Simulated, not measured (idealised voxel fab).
Title: Process Module voxel self aligned contacts
Square cells of 5 nm make up the cross-section cut, whose width is 280 nm.
Just so we're on the same page, the cross-sections are grids of square cells, and they're listed out in bands top to bottom, each band one or more rows deep.
Band: top height; bottom height; in nm. Then, left to right: material with width in nm, for each material. "full width": a single material spanning edge to edge. "empty": empty space.
Height 0 is the level under which the wafer as received is all one material. The lowest band goes on downwards, as in "0 nm and below".
With a width like "30 to 40", each row of cells in the band differs from the next by the same amount, the top row carrying the first number and the bottom row the second.
Step note "all unchanged" = no cross-section cell changed.
Heads up: "Enclosed void catalog" only lists the empty pockets with no open path to the top that are 8 cells or more, and it writes them as width x height at distance, distance from the left edge, in nm.
Note: text after step settings on the step line = simulator remark on that step.
For masked steps, "overlay nm" on the step line gives how far right of plan the mask actually lay; a minus sign means it lay to the left.

-- Intended process steps
step 1: RECEIVE, material Si
step 2: CONFORMAL_DEP, material SiO2, thk nm 5
step 3: DIRECTIONAL_DEP, material polySi, thk nm 30
step 4: DIRECTIONAL_DEP, material SiN, thk nm 15
step 5: MASKED_ETCH, tone cover, mask id GATE, width nm 25, pitch nm 60, etch materials SiN, depth nm 15, overlay nm 0
step 6: MASKED_ETCH, tone cover, mask id GATE, width nm 25, pitch nm 60, etch materials polySi, depth nm 30, overlay nm 0
step 7: CONFORMAL_DEP, material SiN, thk nm 5
step 8: DIRECTIONAL_ETCH, etch materials SiN, depth nm 5
step 9: FILL_DEP, material SiO2, thk nm 20
step 10: CMP, height nm 60
step 11: PATTERN, tone open, mask id CONTACT, material resist, width nm 45, thk nm 15, overlay nm 0
step 12: DIRECTIONAL_ETCH, etch materials SiO2, depth nm 60
step 13: STRIP, etch materials resist
step 14: CONFORMAL_DEP, material TiN, thk nm 5
step 15: FILL_DEP, material Ru, thk nm 5
step 16: CMP, height nm 60
step 17: CONFORMAL_DEP, material SiN, thk nm 5

-- Shown in cross-section is the wafer as received, that is, as it stands after step 1
* 0 nm and below | Si full width
* Enclosed void catalog: none

-- Here's the cross-section of the first of our two wafers at the end of the module - it ran as planned
* 65 nm to 60 nm | SiN full width
* 60 nm to 50 nm | SiO2=115, then TiN=5 to 15, then Ru=35 to 15, then TiN=5 to 15, then SiO2=120
* 50 nm to 35 nm | SiO2=90, then SiN=35, then TiN=5, then Ru=15, then TiN=5, then SiN=35, then SiO2=95
* 35 nm to 5 nm | SiO2=90, then SiN=5, then polySi=25, then SiN=5, then TiN=5, then Ru=15, then TiN=5, then SiN=5, then polySi=25, then SiN=5, then SiO2=95
* 5 nm to 0 nm | SiO2=125, then TiN=25, then SiO2=130
* 0 nm and below | Si full width
* Enclosed void catalog: none

-- Second wafer cross-section at end of module - shared start and plan with the first, one mistake in the run
* 65 nm to 60 nm | SiN full width
* 60 nm to 55 nm | SiO2=115, then TiN=5, then Ru=35, then TiN=5, then SiO2=120
* 55 nm to 50 nm | SiO2=115, then TiN=45, then SiO2=120
* 50 nm to 35 nm | SiN=100, then SiO2=15, then SiN=45, then SiO2=15, then SiN=105
* 35 nm to 5 nm | polySi full width
* 5 nm to 0 nm | SiO2 full width
* 0 nm and below | Si full width
* Enclosed void catalog: none
what went wrong: step 5 went in with a setting other than planned; the actual run was MASKED_ETCH, tone open, mask id GATE, width nm 25, pitch nm 60, etch materials SiN, depth nm 15, overlay nm 0
Wrapping up, a cell-based count of both wafers puts the second over or under the first for these materials: -30 Ru, +84 SiN, -310 SiO2, -20 TiN, +276 polySi
